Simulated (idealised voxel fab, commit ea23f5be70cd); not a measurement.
process module | voxel wiring stack
cross-section cut | 190 nm wide | cells 5 nm
A cross-section is a grid of square cells, given in bands from the top down. A band is one or more rows of cells.
Each band's line starts with the height of the band's top and of its bottom, in nm. Then come its materials from left to right, each with its width in nm. One material with "throughout" fills the band from edge to edge. "air" is empty space.
Height 0 is the level under which the wafer as received is all one material. The lowest band goes on downwards, as in "0 down".
A width such as "30 to 40" changes by the same amount from each row of cells to the next, from the band's top row to its bottom row.
"no change" after a step means that no cell of the cross-section changed.
closed voids: empty space of 8 cells or more with no open way to the top, each as width x height at its distance from the left edge, in nm
after a step's settings: what the simulator itself notes on the step
overlay nm, on a step with a mask: how far to the right of its planned place the mask lay; to the left if negative
plan
1 op RECEIVE | material Si
2 op CONFORMAL_DEP | material SiO2 | thk nm 15
3 op CONFORMAL_DEP | material SiN | thk nm 5
4 op DIRECTIONAL_DEP | material SiO2 | thk nm 20
5 op PATTERN | tone open | mask id METAL_1 | material resist | width nm 25 | pitch nm 40 | thk nm 20 | overlay nm 0
6 op DIRECTIONAL_ETCH | etch materials SiO2 | depth nm 20
7 op DIRECTIONAL_ETCH | etch materials SiN | depth nm 5
8 op STRIP | etch materials resist
9 op CONFORMAL_DEP | material TiN | thk nm 5
10 op FILL_DEP | material W | thk nm 5
11 op CMP | height nm 40
12 op EPI | material Ru | thk nm 5
13 op FILL_DEP | material SiCN | thk nm 5
14 op DIRECTIONAL_DEP | material SiO2 | thk nm 30
15 op DIRECTIONAL_DEP | material aC | thk nm 10
16 op PATTERN | tone open | mask id METAL_2 | material resist | width nm 25 | pitch nm 40 | thk nm 30 | overlay nm 0
17 op DIRECTIONAL_ETCH | etch materials aC | depth nm 10
18 op STRIP | etch materials resist
19 op DIRECTIONAL_ETCH | etch materials SiO2 | depth nm 15
20 op STRIP | etch materials aC
21 op PATTERN | tone open | mask id METAL_2_HOLES | material resist | width nm 15 | thk nm 15 | overlay nm 0
22 op DIRECTIONAL_ETCH | etch materials SiO2 | depth nm 15
23 op DIRECTIONAL_ETCH | etch materials SiCN | depth nm 5
24 op STRIP | etch materials resist
25 op CONFORMAL_DEP | material TiN | thk nm 5
26 op FILL_DEP | material Ru | thk nm 10
27 op CMP | height nm 80
28 op CONFORMAL_DEP | material SiCN | thk nm 5
29 op DIRECTIONAL_DEP | material SiO2 | thk nm 15
30 op DIRECTIONAL_DEP | material aC | thk nm 15
31 op PATTERN | tone open | mask id PLUG_2 | material resist | width nm 15 | thk nm 35 | overlay nm 0
32 op DIRECTIONAL_ETCH | etch materials aC | depth nm 15
33 op STRIP | etch materials resist
34 op DIRECTIONAL_ETCH | etch materials SiO2 | depth nm 15
35 op DIRECTIONAL_ETCH | etch materials SiCN | depth nm 5
36 op STRIP | etch materials aC
37 op CONFORMAL_DEP | material TiN | thk nm 5
38 op FILL_DEP | material Ru | thk nm 5
39 op CMP | height nm 100
40 op DIRECTIONAL_DEP | material TiN | thk nm 5
41 op DIRECTIONAL_DEP | material W | thk nm 20
42 op PATTERN | tone cover | mask id METAL_3 | material resist | width nm 25 | pitch nm 40 | thk nm 20 | overlay nm 0
43 op DIRECTIONAL_ETCH | etch materials W | depth nm 20
44 op DIRECTIONAL_ETCH | etch materials TiN | depth nm 5
45 op STRIP | etch materials resist
46 op CONFORMAL_DEP | material SiN | thk nm 5
47 op FILL_DEP | material SiO2 | thk nm 5
48 op CMP | height nm 125
49 op CONFORMAL_DEP | material SiCN | thk nm 5
as received, after step 1
  0 down: Si throughout
  closed voids: none
first wafer at the end, as planned
  130 to 125: SiCN throughout
  125 to 105: SiO2 55 | SiN 5 | W 25 | SiN 5 | SiO2 5 | SiN 5 | W 25 | SiN 5 | SiO2 60
  105 to 100: SiN 60 | TiN 25 | SiN 15 | TiN 25 | SiN 65
  100 to 85: SiO2 60 | TiN 5 | Ru 5 | TiN 5 | SiO2 115
  85 to 80: SiCN 60 | TiN 15 | SiCN 115
  80 to 70: SiO2 60 | TiN 5 | Ru 15 | TiN 5 | SiO2 15 | TiN 5 | Ru 15 | TiN 5 | SiO2 65
  70 to 65: SiO2 60 | TiN 5 | Ru 5 | TiN 15 | SiO2 15 | TiN 25 | SiO2 65
  65 to 50: SiO2 60 | TiN 5 | Ru 5 | TiN 5 | SiO2 115
  50 to 45: SiCN 60 | TiN 15 | SiCN 115
  45 to 40: SiCN 55 | Ru 35 | SiCN 5 | Ru 35 | SiCN 60
  40 to 20: SiO2 60 | TiN 5 | W 15 | TiN 5 | SiO2 15 | TiN 5 | W 15 | TiN 5 | SiO2 65
  20 to 15: SiN 60 | TiN 25 | SiN 15 | TiN 25 | SiN 65
  15 to 0: SiO2 throughout
  0 down: Si throughout
  closed voids: none
second wafer at the end: like start, like plan, one mistake
  130 to 125: SiCN throughout
  125 to 105: SiO2 55 | SiN 5 | W 25 | SiN 5 | SiO2 5 | SiN 5 | W 25 | SiN 5 | SiO2 60
  105 to 100: SiN 60 | TiN 25 | SiN 15 | TiN 25 | SiN 65
  100 to 85: SiO2 70 | TiN 5 | Ru 5 | TiN 5 | SiO2 105
  85 to 80: SiCN 70 | TiN 15 | SiCN 105
  80 to 70: SiO2 60 | TiN 5 | Ru 15 | TiN 5 | SiO2 15 | TiN 5 | Ru 15 | TiN 5 | SiO2 65
  70 to 65: SiO2 60 | TiN 5 | Ru 5 | TiN 15 | SiO2 15 | TiN 25 | SiO2 65
  65 to 50: SiO2 60 | TiN 5 | Ru 5 | TiN 5 | SiO2 115
  50 to 45: SiCN 60 | TiN 15 | SiCN 115
  45 to 40: SiCN 55 | Ru 35 | SiCN 5 | Ru 35 | SiCN 60
  40 to 20: SiO2 60 | TiN 5 | W 15 | TiN 5 | SiO2 15 | TiN 5 | W 15 | TiN 5 | SiO2 65
  20 to 15: SiN 60 | TiN 25 | SiN 15 | TiN 25 | SiN 65
  15 to 0: SiO2 throughout
  0 down: Si throughout
  closed voids: none
what went wrong: step 31 ran as: op PATTERN | tone open | mask id PLUG_2 | material resist | width nm 15 | thk nm 35 | overlay nm 10
at the end the second wafer has, in cells: as many of each material as the first, in other places
